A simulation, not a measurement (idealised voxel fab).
The name of this process module is voxel wiring stack.
cross-section cut | 270 nm wide | cells 5 nm
Format of a cross-section: grid, square cells. Given as bands. Order: top down. Band: one or more rows of cells.
Band entry format. Leading values: height of top, height of bottom, nm. Remainder: materials in left-to-right order, each with its width in nm. Special words: "everywhere" on a single material, which then fills the band edge to edge; "blank", empty space.
A quick word on heights: they are counted from 0, and under that level the wafer as it came to us is one material throughout. The lowest band is different from the rest in having no bottom; it simply continues downward, written as in "0..down".
Width: "30->40" (first number = top row, second number = bottom row, same change from row to row of cells).
The designation "no modification", where it is given for a processing step, indicates that no cell of the cross-section was altered in the course of that step.
"Sealed void list" - sealed voids, min. 8 cells, no opening to top; format: width x height at distance (distance from left edge; nm throughout).
Anything after a step's settings on that line? It's the simulator's own note about the step.
If you see "overlay nm" on a step's line and that step has a mask, it's telling you how far right of where it was planned the mask ended up; a negative number means it went left instead.
plan
1,RECEIVE: material Si
2,CONFORMAL_DEP: material SiO2, thk nm 10
3,DIRECTIONAL_DEP: material TiN, thk nm 5
4,DIRECTIONAL_DEP: material W, thk nm 25
5,DIRECTIONAL_DEP: material aC, thk nm 15
6,PATTERN: tone cover, mask id METAL_1, material resist, width nm 25, pitch nm 45, thk nm 30, overlay nm 0
7,DIRECTIONAL_ETCH: etch materials aC, depth nm 5
8,STRIP: etch materials resist
9,DIRECTIONAL_ETCH: etch materials W, depth nm 25
10,DIRECTIONAL_ETCH: etch materials TiN, depth nm 5
11,STRIP: etch materials aC
12,FILL_DEP: material lowk, thk nm 10
13,CMP: height nm 40
14,CONFORMAL_DEP: material SiCN, thk nm 5
15,DIRECTIONAL_DEP: material SiO2, thk nm 10
16,DIRECTIONAL_DEP: material aC, thk nm 10
17,PATTERN: tone open, mask id PLUG_1, material resist, width nm 15, thk nm 25, overlay nm 0
18,DIRECTIONAL_ETCH: etch materials aC, depth nm 10
19,STRIP: etch materials resist
20,DIRECTIONAL_ETCH: etch materials SiO2, depth nm 10
21,DIRECTIONAL_ETCH: etch materials SiCN, depth nm 5
22,STRIP: etch materials aC
23,EPI: material Ru, thk nm 10
24,EPI: material Ru, thk nm 5
25,CONFORMAL_DEP: material SiN, thk nm 5
26,DIRECTIONAL_DEP: material lowk, thk nm 25
27,DIRECTIONAL_DEP: material aC, thk nm 15
28,PATTERN: tone open, mask id METAL_2, material resist, width nm 25, pitch nm 45, thk nm 30, overlay nm 0
29,DIRECTIONAL_ETCH: etch materials aC, depth nm 15
30,STRIP: etch materials resist
31,DIRECTIONAL_ETCH: etch materials lowk, depth nm 25
32,DIRECTIONAL_ETCH: etch materials SiN, depth nm 5
33,STRIP: etch materials aC
34,CONFORMAL_DEP: material TiN, thk nm 5
35,FILL_DEP: material Ru, thk nm 5
36,CMP: height nm 85
37,CONFORMAL_DEP: material SiN, thk nm 5
Keep in mind the plan's value for the depth nm of step 7 comes from the first wafer; the wafers don't share that setting, but they do share the same starting point.
Step 1 complete: as-received cross-section of the first of several wafers
0..down: Si everywhere
Sealed void list: none
End of module, by wafer: material-by-material cell gain (+) or loss (-) since receipt, then closed voids
depth nm 5; +39 Ru; +51 SiCN; +98 SiN; +210 SiO2; +84 TiN; +270 W; +220 lowk; Sealed void list: none
depth nm 10; +39 Ru; +51 SiCN; +98 SiN; +210 SiO2; +84 TiN; +270 W; +220 lowk; Sealed void list: none
depth nm 15; +39 Ru; +51 SiCN; +98 SiN; +210 SiO2; +40 TiN; +50 W; +484 lowk; Sealed void list: none
depth nm 20; +39 Ru; +51 SiCN; +98 SiN; +210 SiO2; +40 TiN; +50 W; +484 lowk; Sealed void list: none
depth nm 25; +39 Ru; +51 SiCN; +98 SiN; +210 SiO2; +40 TiN; +50 W; +484 lowk; Sealed void list: none
depth nm 30; +39 Ru; +51 SiCN; +98 SiN; +210 SiO2; +40 TiN; +50 W; +484 lowk; Sealed void list: none
